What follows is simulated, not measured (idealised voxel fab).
Process module, titled voxel transistor to metal
Cross-sectional view cut (width: 180 nm; square cell size: 5 nm).
Each cross-section below is a grid of square cells, stated as bands in top-down order, with one or more rows of cells making up each band. Look at the band entry: it leads with the top's height and the bottom's height in nm. Then it lists the materials left to right, with a width in nm for each. The word "throughout" on a single material says that material fills the band edge to edge. The word "blank" is empty space. Ref level 0: as-received wafer is one material below here. Bottom band extends down with no lower bound ("from 0 down"). It should be noted that a width expressed as "30..40" varies in equal increments from row to row of cells within the band, taking the value of the first number at the top row and that of the second number at the bottom row. Key: "same as before" - step with no changed cell in the cross-section. If an empty space has no open way to the top and is at least 8 cells in size, "Listed closed voids" lists it, written width x height at distance, where distance is measured from the left edge and every value is in nm. Text after the settings on a step's line: the simulator's own remark on that step. overlay nm: where the mask lay relative to plan, measured to the right, on steps with a mask; negatives go left.

Here's what the planned process steps look like:
1 RECEIVE: material Si
2 OXIDIZE: depth nm 5
3 CONFORMAL_DEP: material SiN, thk nm 10
4 MASKED_ETCH: tone cover, mask id ACTIVE, width nm 125, etch materials SiN, depth nm 10, overlay nm 0
5 MASKED_ETCH: tone cover, mask id ACTIVE, width nm 125, etch materials SiO2, depth nm 5, overlay nm 0
6 MASKED_ETCH: tone cover, mask id ACTIVE, width nm 125, etch materials Si, depth nm 20, overlay nm 0
7 OXIDIZE: depth nm 5
8 FILL_DEP: material SiO2, thk nm 15
9 CMP: height nm 10
10 SELECTIVE_ETCH: etch materials SiO2, depth nm 5
11 STRIP: etch materials SiN
12 SELECTIVE_ETCH: etch materials SiO2, depth nm 5
13 OXIDIZE: depth nm 5
14 DIRECTIONAL_DEP: material polySi, thk nm 25
15 DIRECTIONAL_DEP: material SiCN, thk nm 10
16 MASKED_ETCH: tone cover, mask id GATE, width nm 35, etch materials SiCN, depth nm 20, overlay nm 0
17 MASKED_ETCH: tone cover, mask id GATE, width nm 35, etch materials polySi, depth nm 35, overlay nm 0
18 CONFORMAL_DEP: material SiO2, thk nm 5
19 DIRECTIONAL_ETCH: etch materials SiO2, depth nm 5
20 CONFORMAL_DEP: material SiN, thk nm 5
21 DIRECTIONAL_ETCH: etch materials SiN, depth nm 5
22 DIRECTIONAL_ETCH: etch materials SiO2, depth nm 5
23 DIRECTIONAL_ETCH: etch materials Si, depth nm 10
24 EPI: material SiGe, thk nm 15
25 FILL_DEP: material SiO2, thk nm 10
26 CMP: height nm 20
27 STRIP: etch materials polySi
28 SELECTIVE_ETCH: etch materials SiO2, depth nm 5
29 CONFORMAL_DEP: material HfO2, thk nm 5
30 CONFORMAL_DEP: material TiN, thk nm 5
31 FILL_DEP: material W, thk nm 10
32 CMP: height nm 15
33 DIRECTIONAL_DEP: material SiO2, thk nm 15
34 MASKED_ETCH: tone open, mask id CONTACT, width nm 20, pitch nm 85, etch materials SiO2, depth nm 35, overlay nm 0
35 CONFORMAL_DEP: material TiN, thk nm 5
36 FILL_DEP: material Ru, thk nm 5
37 CMP: height nm 30
38 CONFORMAL_DEP: material SiN, thk nm 5
39 DIRECTIONAL_DEP: material lowk, thk nm 15
40 DIRECTIONAL_DEP: material aC, thk nm 15
41 PATTERN: tone open, mask id METAL_1, material resist, width nm 20, pitch nm 85, thk nm 35, overlay nm 0
42 DIRECTIONAL_ETCH: etch materials aC, depth nm 15
43 STRIP: etch materials resist
44 DIRECTIONAL_ETCH: etch materials lowk, depth nm 15
45 DIRECTIONAL_ETCH: etch materials SiN, depth nm 5
46 STRIP: etch materials aC
47 CONFORMAL_DEP: material TiN, thk nm 5
48 FILL_DEP: material Ru, thk nm 5
49 CMP: height nm 50
50 CONFORMAL_DEP: material SiCN, thk nm 5

Below: the first of two wafers, run as planned:

Incoming wafer, cross-sectional view, post step 1:
- from 0 down = Si throughout
- Listed closed voids: none

Upon completion of step 2, the wafer appears in cross-section as shown:
- from 0 to -5 = SiO2 throughout
- Whatever lies below -5 is exactly as it was before.

Upon completion of step 3, the wafer appears in cross-section as shown:
- from 10 to 0 = SiN throughout
- Whatever lies below 0 is exactly as it was before.

Upon completion of step 4, the wafer appears in cross-section as shown:
- from 10 to 0 = 25 blank, then 125 SiN, then 30 blank
- Whatever lies below 0 is exactly as it was before.

Upon completion of step 5, the wafer appears in cross-section as shown:
- from 10 to 0 = 25 blank, then 125 SiN, then 30 blank
- from 0 to -5 = 25 blank, then 125 SiO2, then 30 blank
- Whatever lies below -5 is exactly as it was before.

Upon completion of step 6, the wafer appears in cross-section as shown:
- from 10 to 0 = 25 blank, then 125 SiN, then 30 blank
- from 0 to -5 = 25 blank, then 125 SiO2, then 30 blank
- from -5 to -25 = 25 blank, then 125 Si, then 30 blank
- Whatever lies below -25 is exactly as it was before.

Upon completion of step 7, the wafer appears in cross-section as shown:
- from 10 to 0 = 25 blank, then 125 SiN, then 30 blank
- from 0 to -5 = 25 blank, then 125 SiO2, then 30 blank
- from -5 to -25 = 25 blank, then 5 SiO2, then 115 Si, then 5 SiO2, then 30 blank
- from -25 to -30 = 30 SiO2, then 115 Si, then 35 SiO2
- Whatever lies below -30 is exactly as it was before.

Upon completion of step 8, the wafer appears in cross-section as shown:
- from 25 to 10 = SiO2 throughout
- from 10 to 0 = 25 SiO2, then 125 SiN, then 30 SiO2
- from 0 to -5 = SiO2 throughout
- from -5 to -30 = 30 SiO2, then 115 Si, then 35 SiO2
- Whatever lies below -30 is exactly as it was before.

Upon completion of step 9, the wafer appears in cross-section as shown:
- from 10 to 0 = 25 SiO2, then 125 SiN, then 30 SiO2
- Whatever lies below 0 is exactly as it was before.

Upon completion of step 10, the wafer appears in cross-section as shown:
- from 10 to 5 = 25 blank, then 125 SiN, then 30 blank
- Whatever lies below 5 is exactly as it was before.

Upon completion of step 11, the wafer appears in cross-section as shown:
- from 5 to 0 = 25 SiO2, then 125 blank, then 30 SiO2
- Whatever lies below 0 is exactly as it was before.

Upon completion of step 12, the wafer appears in cross-section as shown:
- from 0 to -5 = 20 SiO2, then 135 blank, then 25 SiO2
- Whatever lies below -5 is exactly as it was before.

Upon completion of step 13, the wafer appears in cross-section as shown:
- from 0 to -5 = 20 SiO2, then 135 blank, then 25 SiO2
- from -5 to -10 = SiO2 throughout
- Whatever lies below -10 is exactly as it was before.

Upon completion of step 14, the wafer appears in cross-section as shown:
- from 25 to 20 = 20 polySi, then 135 blank, then 25 polySi
- from 20 to 0 = polySi throughout
- from 0 to -5 = 20 SiO2, then 135 polySi, then 25 SiO2
- Whatever lies below -5 is exactly as it was before.

Upon completion of step 15, the wafer appears in cross-section as shown:
- from 35 to 30 = 20 SiCN, then 135 blank, then 25 SiCN
- from 30 to 25 = SiCN throughout
- from 25 to 20 = 20 polySi, then 135 SiCN, then 25 polySi
- Whatever lies below 20 is exactly as it was before.

Upon completion of step 16, the wafer appears in cross-section as shown:
- from 30 to 25 = 70 blank, then 35 SiCN, then 75 blank
- from 25 to 20 = 20 polySi, then 50 blank, then 35 SiCN, then 50 blank, then 25 polySi
- Whatever lies below 20 is exactly as it was before.

Upon completion of step 17, the wafer appears in cross-section as shown:
- from 30 to 20 = 70 blank, then 35 SiCN, then 75 blank
- from 20 to 0 = 70 blank, then 35 polySi, then 75 blank
- from 0 to -5 = 20 SiO2, then 50 blank, then 35 polySi, then 50 blank, then 25 SiO2
- Whatever lies below -5 is exactly as it was before.

Upon completion of step 18, the wafer appears in cross-section as shown:
- from 35 to 30 = 65 blank, then 45 SiO2, then 70 blank
- from 30 to 20 = 65 blank, then 5 SiO2, then 35 SiCN, then 5 SiO2, then 70 blank
- from 20 to 5 = 65 blank, then 5 SiO2, then 35 polySi, then 5 SiO2, then 70 blank
- from 5 to 0 = 25 SiO2, then 40 blank, then 5 SiO2, then 35 polySi, then 5 SiO2, then 40 blank, then 30 SiO2
- from 0 to -5 = 70 SiO2, then 35 polySi, then 75 SiO2
- Whatever lies below -5 is exactly as it was before.

Upon completion of step 19, the wafer appears in cross-section as shown:
- from 30 to 20 = 65 blank, then 5 SiO2, then 35 SiCN, then 5 SiO2, then 70 blank
- from 20 to 0 = 65 blank, then 5 SiO2, then 35 polySi, then 5 SiO2, then 70 blank
- from 0 to -5 = 25 SiO2, then 40 blank, then 5 SiO2, then 35 polySi, then 5 SiO2, then 40 blank, then 30 SiO2
- Whatever lies below -5 is exactly as it was before.

Upon completion of step 20, the wafer appears in cross-section as shown:
- from 35 to 30 = 60 blank, then 55 SiN, then 65 blank
- from 30 to 20 = 60 blank, then 5 SiN, then 5 SiO2, then 35 SiCN, then 5 SiO2, then 5 SiN, then 65 blank
- from 20 to 5 = 60 blank, then 5 SiN, then 5 SiO2, then 35 polySi, then 5 SiO2, then 5 SiN, then 65 blank
- from 5 to 0 = 30 SiN, then 30 blank, then 5 SiN, then 5 SiO2, then 35 polySi, then 5 SiO2, then 5 SiN, then 30 blank, then 35 SiN
- from 0 to -5 = 25 SiO2, then 40 SiN, then 5 SiO2, then 35 polySi, then 5 SiO2, then 40 SiN, then 30 SiO2
- Whatever lies below -5 is exactly as it was before.

Upon completion of step 21, the wafer appears in cross-section as shown:
- from 30 to 20 = 60 blank, then 5 SiN, then 5 SiO2, then 35 SiCN, then 5 SiO2, then 5 SiN, then 65 blank
- from 20 to 0 = 60 blank, then 5 SiN, then 5 SiO2, then 35 polySi, then 5 SiO2, then 5 SiN, then 65 blank
- from 0 to -5 = 25 SiO2, then 5 SiN, then 30 blank, then 5 SiN, then 5 SiO2, then 35 polySi, then 5 SiO2, then 5 SiN, then 30 blank, then 5 SiN, then 30 SiO2
- Whatever lies below -5 is exactly as it was before.

Upon completion of step 22, the wafer appears in cross-section as shown:
- from 30 to 25 = 60 blank, then 5 SiN, then 5 blank, then 35 SiCN, then 5 blank, then 5 SiN, then 65 blank
- from 25 to 20 = 60 blank, then 5 SiN, then 5 SiO2, then 35 SiCN, then 5 SiO2, then 5 SiN, then 65 blank
- from 20 to 0 = 60 blank, then 5 SiN, then 5 SiO2, then 35 polySi, then 5 SiO2, then 5 SiN, then 65 blank
- from 0 to -5 = 25 blank, then 5 SiN, then 30 blank, then 5 SiN, then 5 SiO2, then 35 polySi, then 5 SiO2, then 5 SiN, then 30 blank, then 5 SiN, then 30 blank
- from -5 to -10 = 30 SiO2, then 30 blank, then 55 SiO2, then 30 blank, then 35 SiO2
- Whatever lies below -10 is exactly as it was before.

Upon completion of step 23, the wafer appears in cross-section as shown:
- from 30 to 25 = 60 blank, then 5 SiN, then 5 blank, then 35 SiCN, then 5 blank, then 5 SiN, then 65 blank
- from 25 to 20 = 60 blank, then 5 SiN, then 5 SiO2, then 35 SiCN, then 5 SiO2, then 5 SiN, then 65 blank
- from 20 to 0 = 60 blank, then 5 SiN, then 5 SiO2, then 35 polySi, then 5 SiO2, then 5 SiN, then 65 blank
- from 0 to -5 = 25 blank, then 5 SiN, then 30 blank, then 5 SiN, then 5 SiO2, then 35 polySi, then 5 SiO2, then 5 SiN, then 30 blank, then 5 SiN, then 30 blank
- from -5 to -10 = 30 SiO2, then 30 blank, then 55 SiO2, then 30 blank, then 35 SiO2
- from -10 to -20 = 30 SiO2, then 30 blank, then 55 Si, then 30 blank, then 35 SiO2
- Whatever lies below -20 is exactly as it was before.

Upon completion of step 24, the wafer appears in cross-section as shown:
- from 30 to 25 = 60 blank, then 5 SiN, then 5 blank, then 35 SiCN, then 5 blank, then 5 SiN, then 65 blank
- from 25 to 20 = 60 blank, then 5 SiN, then 5 SiO2, then 35 SiCN, then 5 SiO2, then 5 SiN, then 65 blank
- from 20 to 5 = 60 blank, then 5 SiN, then 5 SiO2, then 35 polySi, then 5 SiO2, then 5 SiN, then 65 blank
- from 5 to 0 = 45 blank, then 15 SiGe, then 5 SiN, then 5 SiO2, then 35 polySi, then 5 SiO2, then 5 SiN, then 15 SiGe, then 50 blank
- from 0 to -5 = 25 blank, then 5 SiN, then 15 blank, then 15 SiGe, then 5 SiN, then 5 SiO2, then 35 polySi, then 5 SiO2, then 5 SiN, then 15 SiGe, then 15 blank, then 5 SiN, then 30 blank
- from -5 to -10 = 30 SiO2, then 30 SiGe, then 55 SiO2, then 30 SiGe, then 35 SiO2
- from -10 to -20 = 30 SiO2, then 30 SiGe, then 55 Si, then 30 SiGe, then 35 SiO2
- Whatever lies below -20 is exactly as it was before.

Upon completion of step 25, the wafer appears in cross-section as shown:
- from 40 to 30 = SiO2 throughout
- from 30 to 20 = 60 SiO2, then 5 SiN, then 5 SiO2, then 35 SiCN, then 5 SiO2, then 5 SiN, then 65 SiO2
- from 20 to 5 = 60 SiO2, then 5 SiN, then 5 SiO2, then 35 polySi, then 5 SiO2, then 5 SiN, then 65 SiO2
- from 5 to 0 = 45 SiO2, then 15 SiGe, then 5 SiN, then 5 SiO2, then 35 polySi, then 5 SiO2, then 5 SiN, then 15 SiGe, then 50 SiO2
- from 0 to -5 = 25 SiO2, then 5 SiN, then 15 SiO2, then 15 SiGe, then 5 SiN, then 5 SiO2, then 35 polySi, then 5 SiO2, then 5 SiN, then 15 SiGe, then 15 SiO2, then 5 SiN, then 30 SiO2
- Whatever lies below -5 is exactly as it was before.

Upon completion of step 26, the wafer appears in cross-section as shown:
- from 20 to 5 = 60 SiO2, then 5 SiN, then 5 SiO2, then 35 polySi, then 5 SiO2, then 5 SiN, then 65 SiO2
- Whatever lies below 5 is exactly as it was before.

Upon completion of step 27, the wafer appears in cross-section as shown:
- from 20 to 5 = 60 SiO2, then 5 SiN, then 5 SiO2, then 35 blank, then 5 SiO2, then 5 SiN, then 65 SiO2
- from 5 to 0 = 45 SiO2, then 15 SiGe, then 5 SiN, then 5 SiO2, then 35 blank, then 5 SiO2, then 5 SiN, then 15 SiGe, then 50 SiO2
- from 0 to -5 = 25 SiO2, then 5 SiN, then 15 SiO2, then 15 SiGe, then 5 SiN, then 5 SiO2, then 35 blank, then 5 SiO2, then 5 SiN, then 15 SiGe, then 15 SiO2, then 5 SiN, then 30 SiO2
- Whatever lies below -5 is exactly as it was before.

Upon completion of step 28, the wafer appears in cross-section as shown:
- from 20 to 15 = 60 blank, then 5 SiN, then 45 blank, then 5 SiN, then 65 blank
- from 15 to 5 = 60 SiO2, then 5 SiN, then 45 blank, then 5 SiN, then 65 SiO2
- from 5 to 0 = 45 SiO2, then 15 SiGe, then 5 SiN, then 45 blank, then 5 SiN, then 15 SiGe, then 50 SiO2
- from 0 to -5 = 25 SiO2, then 5 SiN, then 15 SiO2, then 15 SiGe, then 5 SiN, then 45 blank, then 5 SiN, then 15 SiGe, then 15 SiO2, then 5 SiN, then 30 SiO2
- from -5 to -10 = 30 SiO2, then 30 SiGe, then 5 SiO2, then 45 blank, then 5 SiO2, then 30 SiGe, then 35 SiO2
- Whatever lies below -10 is exactly as it was before.

Upon completion of step 29, the wafer appears in cross-section as shown:
- from 25 to 20 = 55 blank, then 15 HfO2, then 35 blank, then 15 HfO2, then 60 blank
- from 20 to 15 = 60 HfO2, then 5 SiN, then 5 HfO2, then 35 blank, then 5 HfO2, then 5 SiN, then 65 HfO2
- from 15 to 5 = 60 SiO2, then 5 SiN, then 5 HfO2, then 35 blank, then 5 HfO2, then 5 SiN, then 65 SiO2
- from 5 to 0 = 45 SiO2, then 15 SiGe, then 5 SiN, then 5 HfO2, then 35 blank, then 5 HfO2, then 5 SiN, then 15 SiGe, then 50 SiO2
- from 0 to -5 = 25 SiO2, then 5 SiN, then 15 SiO2, then 15 SiGe, then 5 SiN, then 5 HfO2, then 35 blank, then 5 HfO2, then 5 SiN, then 15 SiGe, then 15 SiO2, then 5 SiN, then 30 SiO2
- from -5 to -10 = 30 SiO2, then 30 SiGe, then 5 SiO2, then 45 HfO2, then 5 SiO2, then 30 SiGe, then 35 SiO2
- Whatever lies below -10 is exactly as it was before.

Upon completion of step 30, the wafer appears in cross-section as shown:
- from 30 to 25 = 50 blank, then 25 TiN, then 25 blank, then 25 TiN, then 55 blank
- from 25 to 20 = 55 TiN, then 15 HfO2, then 5 TiN, then 25 blank, then 5 TiN, then 15 HfO2, then 60 TiN
- from 20 to 15 = 60 HfO2, then 5 SiN, then 5 HfO2, then 5 TiN, then 25 blank, then 5 TiN, then 5 HfO2, then 5 SiN, then 65 HfO2
- from 15 to 5 = 60 SiO2, then 5 SiN, then 5 HfO2, then 5 TiN, then 25 blank, then 5 TiN, then 5 HfO2, then 5 SiN, then 65 SiO2
- from 5 to 0 = 45 SiO2, then 15 SiGe, then 5 SiN, then 5 HfO2, then 5 TiN, then 25 blank, then 5 TiN, then 5 HfO2, then 5 SiN, then 15 SiGe, then 50 SiO2
- from 0 to -5 = 25 SiO2, then 5 SiN, then 15 SiO2, then 15 SiGe, then 5 SiN, then 5 HfO2, then 35 TiN, then 5 HfO2, then 5 SiN, then 15 SiGe, then 15 SiO2, then 5 SiN, then 30 SiO2
- Whatever lies below -5 is exactly as it was before.

Upon completion of step 31, the wafer appears in cross-section as shown:
- from 40 to 30 = W throughout
- from 30 to 25 = 50 W, then 25 TiN, then 25 W, then 25 TiN, then 55 W
- from 25 to 20 = 55 TiN, then 15 HfO2, then 5 TiN, then 25 W, then 5 TiN, then 15 HfO2, then 60 TiN
- from 20 to 15 = 60 HfO2, then 5 SiN, then 5 HfO2, then 5 TiN, then 25 W, then 5 TiN, then 5 HfO2, then 5 SiN, then 65 HfO2
- from 15 to 5 = 60 SiO2, then 5 SiN, then 5 HfO2, then 5 TiN, then 25 W, then 5 TiN, then 5 HfO2, then 5 SiN, then 65 SiO2
- from 5 to 0 = 45 SiO2, then 15 SiGe, then 5 SiN, then 5 HfO2, then 5 TiN, then 25 W, then 5 TiN, then 5 HfO2, then 5 SiN, then 15 SiGe, then 50 SiO2
- Whatever lies below 0 is exactly as it was before.

Upon completion of step 32, the wafer appears in cross-section as shown:
- from 15 to 5 = 60 SiO2, then 5 SiN, then 5 HfO2, then 5 TiN, then 25 W, then 5 TiN, then 5 HfO2, then 5 SiN, then 65 SiO2
- Whatever lies below 5 is exactly as it was before.

Upon completion of step 33, the wafer appears in cross-section as shown:
- from 30 to 15 = SiO2 throughout
- Whatever lies below 15 is exactly as it was before.

Upon completion of step 34, the wafer appears in cross-section as shown:
- from 30 to 15 = 35 SiO2, then 20 blank, then 65 SiO2, then 20 blank, then 40 SiO2
- from 15 to 5 = 35 SiO2, then 20 blank, then 5 SiO2, then 5 SiN, then 5 HfO2, then 5 TiN, then 25 W, then 5 TiN, then 5 HfO2, then 5 SiN, then 5 SiO2, then 20 blank, then 40 SiO2
- from 5 to 0 = 35 SiO2, then 10 blank, then 15 SiGe, then 5 SiN, then 5 HfO2, then 5 TiN, then 25 W, then 5 TiN, then 5 HfO2, then 5 SiN, then 15 SiGe, then 10 blank, then 40 SiO2
- from 0 to -5 = 25 SiO2, then 5 SiN, then 5 SiO2, then 10 blank, then 15 SiGe, then 5 SiN, then 5 HfO2, then 35 TiN, then 5 HfO2, then 5 SiN, then 15 SiGe, then 10 blank, then 5 SiO2, then 5 SiN, then 30 SiO2
- Whatever lies below -5 is exactly as it was before.

Upon completion of step 35, the wafer appears in cross-section as shown:
- from 35 to 30 = 40 TiN, then 10 blank, then 75 TiN, then 10 blank, then 45 TiN
- from 30 to 15 = 35 SiO2, then 5 TiN, then 10 blank, then 5 TiN, then 65 SiO2, then 5 TiN, then 10 blank, then 5 TiN, then 40 SiO2
- from 15 to 10 = 35 SiO2, then 5 TiN, then 10 blank, then 5 TiN, then 5 SiO2, then 5 SiN, then 5 HfO2, then 5 TiN, then 25 W, then 5 TiN, then 5 HfO2, then 5 SiN, then 5 SiO2, then 5 TiN, then 10 blank, then 5 TiN, then 40 SiO2
- from 10 to 5 = 35 SiO2, then 20 TiN, then 5 SiO2, then 5 SiN, then 5 HfO2, then 5 TiN, then 25 W, then 5 TiN, then 5 HfO2, then 5 SiN, then 5 SiO2, then 20 TiN, then 40 SiO2
- from 5 to 0 = 35 SiO2, then 10 TiN, then 15 SiGe, then 5 SiN, then 5 HfO2, then 5 TiN, then 25 W, then 5 TiN, then 5 HfO2, then 5 SiN, then 15 SiGe, then 10 TiN, then 40 SiO2
- from 0 to -5 = 25 SiO2, then 5 SiN, then 5 SiO2, then 10 TiN, then 15 SiGe, then 5 SiN, then 5 HfO2, then 35 TiN, then 5 HfO2, then 5 SiN, then 15 SiGe, then 10 TiN, then 5 SiO2, then 5 SiN, then 30 SiO2
- Whatever lies below -5 is exactly as it was before.

Upon completion of step 36, the wafer appears in cross-section as shown:
- from 40 to 35 = Ru throughout
- from 35 to 30 = 40 TiN, then 10 Ru, then 75 TiN, then 10 Ru, then 45 TiN
- from 30 to 15 = 35 SiO2, then 5 TiN, then 10 Ru, then 5 TiN, then 65 SiO2, then 5 TiN, then 10 Ru, then 5 TiN, then 40 SiO2
- from 15 to 10 = 35 SiO2, then 5 TiN, then 10 Ru, then 5 TiN, then 5 SiO2, then 5 SiN, then 5 HfO2, then 5 TiN, then 25 W, then 5 TiN, then 5 HfO2, then 5 SiN, then 5 SiO2, then 5 TiN, then 10 Ru, then 5 TiN, then 40 SiO2
- Whatever lies below 10 is exactly as it was before.

Upon completion of step 37, the wafer appears in cross-section as shown:
- from 30 to 15 = 35 SiO2, then 5 TiN, then 10 Ru, then 5 TiN, then 65 SiO2, then 5 TiN, then 10 Ru, then 5 TiN, then 40 SiO2
- Whatever lies below 15 is exactly as it was before.

Upon completion of step 38, the wafer appears in cross-section as shown:
- from 35 to 30 = SiN throughout
- Whatever lies below 30 is exactly as it was before.

Upon completion of step 39, the wafer appears in cross-section as shown:
- from 50 to 35 = lowk throughout
- Whatever lies below 35 is exactly as it was before.

Upon completion of step 40, the wafer appears in cross-section as shown:
- from 65 to 50 = aC throughout
- Whatever lies below 50 is exactly as it was before.

Upon completion of step 41, the wafer appears in cross-section as shown:
- from 100 to 65 = 35 resist, then 20 blank, then 65 resist, then 20 blank, then 40 resist
- Whatever lies below 65 is exactly as it was before.

Upon completion of step 42, the wafer appears in cross-section as shown:
- from 85 to 65 = 35 resist, then 20 blank, then 65 resist, then 20 blank, then 40 resist
- from 65 to 50 = 35 aC, then 20 blank, then 65 aC, then 20 blank, then 40 aC
- Whatever lies below 50 is exactly as it was before.

Upon completion of step 43, the wafer appears in cross-section as shown:
- from 65 to 50 = 35 aC, then 20 blank, then 65 aC, then 20 blank, then 40 aC
- Whatever lies below 50 is exactly as it was before.

Upon completion of step 44, the wafer appears in cross-section as shown:
- from 65 to 50 = 35 aC, then 20 blank, then 65 aC, then 20 blank, then 40 aC
- from 50 to 35 = 35 lowk, then 20 blank, then 65 lowk, then 20 blank, then 40 lowk
- Whatever lies below 35 is exactly as it was before.

Upon completion of step 45, the wafer appears in cross-section as shown:
- from 65 to 50 = 35 aC, then 20 blank, then 65 aC, then 20 blank, then 40 aC
- from 50 to 35 = 35 lowk, then 20 blank, then 65 lowk, then 20 blank, then 40 lowk
- from 35 to 30 = 35 SiN, then 20 blank, then 65 SiN, then 20 blank, then 40 SiN
- Whatever lies below 30 is exactly as it was before.

Upon completion of step 46, the wafer appears in cross-section as shown:
- from 50 to 35 = 35 lowk, then 20 blank, then 65 lowk, then 20 blank, then 40 lowk
- Whatever lies below 35 is exactly as it was before.

Upon completion of step 47, the wafer appears in cross-section as shown:
- from 55 to 50 = 40 TiN, then 10 blank, then 75 TiN, then 10 blank, then 45 TiN
- from 50 to 35 = 35 lowk, then 5 TiN, then 10 blank, then 5 TiN, then 65 lowk, then 5 TiN, then 10 blank, then 5 TiN, then 40 lowk
- from 35 to 30 = 35 SiN, then 20 TiN, then 65 SiN, then 20 TiN, then 40 SiN
- Whatever lies below 30 is exactly as it was before.

Upon completion of step 48, the wafer appears in cross-section as shown:
- from 60 to 55 = Ru throughout
- from 55 to 50 = 40 TiN, then 10 Ru, then 75 TiN, then 10 Ru, then 45 TiN
- from 50 to 35 = 35 lowk, then 5 TiN, then 10 Ru, then 5 TiN, then 65 lowk, then 5 TiN, then 10 Ru, then 5 TiN, then 40 lowk
- Whatever lies below 35 is exactly as it was before.

Upon completion of step 49, the wafer appears in cross-section as shown:
- from 50 to 35 = 35 lowk, then 5 TiN, then 10 Ru, then 5 TiN, then 65 lowk, then 5 TiN, then 10 Ru, then 5 TiN, then 40 lowk
- Whatever lies below 35 is exactly as it was before.

Upon completion of step 50, the wafer appears in cross-section as shown:
- from 55 to 50 = SiCN throughout
- Whatever lies below 50 is exactly as it was before.

For the second wafer, take the first wafer's start and plan, then add one mistake made in running it; everything through step 38, that step included, is shared with the first:

Second wafer cross-section, taken as of the time the plan sets for step 39 to be done:
- from 50 to 35 = Ru throughout
- Whatever lies below 35 is exactly as it was before.

Second wafer cross-section, taken as of the time the plan sets for step 40 to be done:
- from 65 to 50 = aC throughout
- Whatever lies below 50 is exactly as it was before.

Second wafer cross-section, taken as of the time the plan sets for step 41 to be done:
- from 100 to 65 = 35 resist, then 20 blank, then 65 resist, then 20 blank, then 40 resist
- Whatever lies below 65 is exactly as it was before.

Second wafer cross-section, taken as of the time the plan sets for step 42 to be done:
- from 85 to 65 = 35 resist, then 20 blank, then 65 resist, then 20 blank, then 40 resist
- from 65 to 50 = 35 aC, then 20 blank, then 65 aC, then 20 blank, then 40 aC
- Whatever lies below 50 is exactly as it was before.

Second wafer cross-section, taken as of the time the plan sets for step 43 to be done:
- from 65 to 50 = 35 aC, then 20 blank, then 65 aC, then 20 blank, then 40 aC
- Whatever lies below 50 is exactly as it was before.

Second wafer cross-section, taken as of the time the plan sets for step 44 to be done: same as before

Second wafer cross-section, taken as of the time the plan sets for step 45 to be done: same as before

Second wafer cross-section, taken as of the time the plan sets for step 46 to be done:
- from 50 to 35 = Ru throughout
- Whatever lies below 35 is exactly as it was before.

Second wafer cross-section, taken as of the time the plan sets for step 47 to be done:
- from 55 to 50 = TiN throughout
- Whatever lies below 50 is exactly as it was before.

Second wafer cross-section, taken as of the time the plan sets for step 48 to be done:
- from 60 to 55 = Ru throughout
- Whatever lies below 55 is exactly as it was before.

Second wafer cross-section, taken as of the time the plan sets for step 49 to be done:
- from 50 to 35 = Ru throughout
- Whatever lies below 35 is exactly as it was before.

Second wafer cross-section, taken as of the time the plan sets for step 50 to be done:
- from 55 to 50 = SiCN throughout
- Whatever lies below 50 is exactly as it was before.
Diagnosis: heads up, step 39 didn't go per plan, it actually ran as DIRECTIONAL_DEP: material Ru, thk nm 15
The second wafer ends with more or fewer cells of some materials than the first, per final count: Ru +96; SiN +8; TiN -20; lowk -84
